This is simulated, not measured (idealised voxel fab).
Proc. module: voxel trench capacitor
cross-section cut | 160 nm wide | cells 5 nm
Throughout this document, each cross-section is represented as a grid of square cells and is presented as a sequence of bands enumerated from the top downward, where a band comprises one or more rows of cells.
This entry defines a band. It first specifies the height of the band's top and the height of its bottom in nm, and then specifies the band's materials from left to right, stating each material with its width in nm. The word "full width" identifies a single material that fills the band from edge to edge, while the word "air" identifies empty space.
Basically, 0 is our baseline, since under it the wafer straight out of the box is all one material. The bottom band has no lower end and keeps on going down, so it looks like "0 and below".
Think of "30->40" as a width that walks from the first number to the second as you go down the band, top row to bottom row, taking equal-sized steps from row to row.
You'll sometimes find "remained the same" written for a step, and that's the way of saying that nowhere in the cross-section did a cell change during that step.
Entry "Closed empty spaces" = empty spaces >= 8 cells with no open way to the top; each as width x height at distance, distance from left edge, all nm.
Read whatever lies past the settings on a step's line as the simulator's own remark about the step.
Steps that use a mask can have "overlay nm" on their line. It says how far the mask sat to the right of where it was meant to be. Negative means to the left.
BELOW IS THE LIST OF PLANNED PROCESS STEPS
| 1 | op RECEIVE | material Si |
| 2 | op CONFORMAL_DEP | material SiN | thk nm 10 |
| 3 | op MASKED_ETCH | tone open | mask id TRENCH | width nm 30 | pitch nm 45 | etch materials SiN | depth nm 10 | overlay nm 0 |
| 4 | op MASKED_ETCH | tone open | mask id TRENCH | width nm 30 | pitch nm 45 | etch materials Si | depth nm 40 | overlay nm 0 |
| 5 | op CONFORMAL_DEP | material Al2O3 | thk nm 5 |
| 6 | op CONFORMAL_DEP | material TiN | thk nm 5 |
| 7 | op FILL_DEP | material W | thk nm 5 |
| 8 | op CMP | height nm 10 |
CONCERNING THE FIRST OF TWO WAFERS, WHICH WAS RUN IN ACCORDANCE WITH THE PLAN
THE CROSS-SECTION HERE SHOWS THE WAFER AS RECEIVED, I.E. IN ITS STATE AFTER STEP 1
- 0 and below = Si full width
- Closed empty spaces: none
SECTIONAL VIEW: WAFER, AFTER STEP 2
- 10 down to 0 = SiN full width
- Nothing below the height 0 has changed.
SECTIONAL VIEW: WAFER, AFTER STEP 3
- 10 down to 0 = 40 SiN | 30 air | 15 SiN | 30 air | 45 SiN
- Nothing below the height 0 has changed.
SECTIONAL VIEW: WAFER, AFTER STEP 4
- 10 down to 0 = 40 SiN | 30 air | 15 SiN | 30 air | 45 SiN
- 0 down to -40 = 40 Si | 30 air | 15 Si | 30 air | 45 Si
- Nothing below the height -40 has changed.
SECTIONAL VIEW: WAFER, AFTER STEP 5
- 15 down to 10 = 45 Al2O3 | 20 air | 25 Al2O3 | 20 air | 50 Al2O3
- 10 down to 0 = 40 SiN | 5 Al2O3 | 20 air | 5 Al2O3 | 15 SiN | 5 Al2O3 | 20 air | 5 Al2O3 | 45 SiN
- 0 down to -35 = 40 Si | 5 Al2O3 | 20 air | 5 Al2O3 | 15 Si | 5 Al2O3 | 20 air | 5 Al2O3 | 45 Si
- -35 down to -40 = 40 Si | 30 Al2O3 | 15 Si | 30 Al2O3 | 45 Si
- Nothing below the height -40 has changed.
SECTIONAL VIEW: WAFER, AFTER STEP 6
- 20 down to 15 = 50 TiN | 10 air | 35 TiN | 10 air | 55 TiN
- 15 down to 10 = 45 Al2O3 | 5 TiN | 10 air | 5 TiN | 25 Al2O3 | 5 TiN | 10 air | 5 TiN | 50 Al2O3
- 10 down to 0 = 40 SiN | 5 Al2O3 | 5 TiN | 10 air | 5 TiN | 5 Al2O3 | 15 SiN | 5 Al2O3 | 5 TiN | 10 air | 5 TiN | 5 Al2O3 | 45 SiN
- 0 down to -30 = 40 Si | 5 Al2O3 | 5 TiN | 10 air | 5 TiN | 5 Al2O3 | 15 Si | 5 Al2O3 | 5 TiN | 10 air | 5 TiN | 5 Al2O3 | 45 Si
- -30 down to -35 = 40 Si | 5 Al2O3 | 20 TiN | 5 Al2O3 | 15 Si | 5 Al2O3 | 20 TiN | 5 Al2O3 | 45 Si
- Nothing below the height -35 has changed.
SECTIONAL VIEW: WAFER, AFTER STEP 7
- 25 down to 20 = W full width
- 20 down to 15 = 50 TiN | 10 W | 35 TiN | 10 W | 55 TiN
- 15 down to 10 = 45 Al2O3 | 5 TiN | 10 W | 5 TiN | 25 Al2O3 | 5 TiN | 10 W | 5 TiN | 50 Al2O3
- 10 down to 0 = 40 SiN | 5 Al2O3 | 5 TiN | 10 W | 5 TiN | 5 Al2O3 | 15 SiN | 5 Al2O3 | 5 TiN | 10 W | 5 TiN | 5 Al2O3 | 45 SiN
- 0 down to -30 = 40 Si | 5 Al2O3 | 5 TiN | 10 W | 5 TiN | 5 Al2O3 | 15 Si | 5 Al2O3 | 5 TiN | 10 W | 5 TiN | 5 Al2O3 | 45 Si
- Nothing below the height -30 has changed.
SECTIONAL VIEW: WAFER, AFTER STEP 8
- 10 down to 0 = 40 SiN | 5 Al2O3 | 5 TiN | 10 W | 5 TiN | 5 Al2O3 | 15 SiN | 5 Al2O3 | 5 TiN | 10 W | 5 TiN | 5 Al2O3 | 45 SiN
- Nothing below the height 0 has changed.
HERE THE SECOND WAFER IS DESCRIBED. ITS START AND ITS PLAN WERE THOSE OF THE FIRST WAFER. ITS RUN CONTAINED ONE MISTAKE. UP TO AND INCLUDING STEP 2, IT DID EXACTLY WHAT THE FIRST WAFER DID
WHEN STEP 3 SHOULD HAVE ENDED
- 10 down to 0 = 45 SiN | 25 air | 20 SiN | 25 air | 45 SiN
- Nothing below the height 0 has changed.
WHEN STEP 4 SHOULD HAVE ENDED
- 10 down to 0 = 45 SiN | 25 air | 20 SiN | 25 air | 45 SiN
- 0 down to -40 = 45 Si | 25 air | 20 Si | 25 air | 45 Si
- Nothing below the height -40 has changed.
WHEN STEP 5 SHOULD HAVE ENDED
- 15 down to 10 = 50 Al2O3 | 15 air | 30 Al2O3 | 15 air | 50 Al2O3
- 10 down to 0 = 45 SiN | 5 Al2O3 | 15 air | 5 Al2O3 | 20 SiN | 5 Al2O3 | 15 air | 5 Al2O3 | 45 SiN
- 0 down to -35 = 45 Si | 5 Al2O3 | 15 air | 5 Al2O3 | 20 Si | 5 Al2O3 | 15 air | 5 Al2O3 | 45 Si
- -35 down to -40 = 45 Si | 25 Al2O3 | 20 Si | 25 Al2O3 | 45 Si
- Nothing below the height -40 has changed.
WHEN STEP 6 SHOULD HAVE ENDED
- 20 down to 15 = 55 TiN | 5 air | 40 TiN | 5 air | 55 TiN
- 15 down to 10 = 50 Al2O3 | 5 TiN | 5 air | 5 TiN | 30 Al2O3 | 5 TiN | 5 air | 5 TiN | 50 Al2O3
- 10 down to 0 = 45 SiN | 5 Al2O3 | 5 TiN | 5 air | 5 TiN | 5 Al2O3 | 20 SiN | 5 Al2O3 | 5 TiN | 5 air | 5 TiN | 5 Al2O3 | 45 SiN
- 0 down to -30 = 45 Si | 5 Al2O3 | 5 TiN | 5 air | 5 TiN | 5 Al2O3 | 20 Si | 5 Al2O3 | 5 TiN | 5 air | 5 TiN | 5 Al2O3 | 45 Si
- -30 down to -35 = 45 Si | 5 Al2O3 | 15 TiN | 5 Al2O3 | 20 Si | 5 Al2O3 | 15 TiN | 5 Al2O3 | 45 Si
- Nothing below the height -35 has changed.
WHEN STEP 7 SHOULD HAVE ENDED
- 25 down to 20 = W full width
- 20 down to 15 = 55 TiN | 5 W | 40 TiN | 5 W | 55 TiN
- 15 down to 10 = 50 Al2O3 | 5 TiN | 5 W | 5 TiN | 30 Al2O3 | 5 TiN | 5 W | 5 TiN | 50 Al2O3
- 10 down to 0 = 45 SiN | 5 Al2O3 | 5 TiN | 5 W | 5 TiN | 5 Al2O3 | 20 SiN | 5 Al2O3 | 5 TiN | 5 W | 5 TiN | 5 Al2O3 | 45 SiN
- 0 down to -30 = 45 Si | 5 Al2O3 | 5 TiN | 5 W | 5 TiN | 5 Al2O3 | 20 Si | 5 Al2O3 | 5 TiN | 5 W | 5 TiN | 5 Al2O3 | 45 Si
- Nothing below the height -30 has changed.
WHEN STEP 8 SHOULD HAVE ENDED
- 10 down to 0 = 45 SiN | 5 Al2O3 | 5 TiN | 5 W | 5 TiN | 5 Al2O3 | 20 SiN | 5 Al2O3 | 5 TiN | 5 W | 5 TiN | 5 Al2O3 | 45 SiN
- Nothing below the height 0 has changed.
what went wrong: step 3 off recipe, ran as op MASKED_ETCH | tone open | mask id TRENCH | width nm 25 | pitch nm 45 | etch materials SiN | depth nm 10 | overlay nm 0
Upon completion, the second wafer contains, in terms of cells, a greater or smaller amount of certain materials than the first wafer: Al2O3 -2 | Si +16 | SiN +4 | TiN -2 | W -16
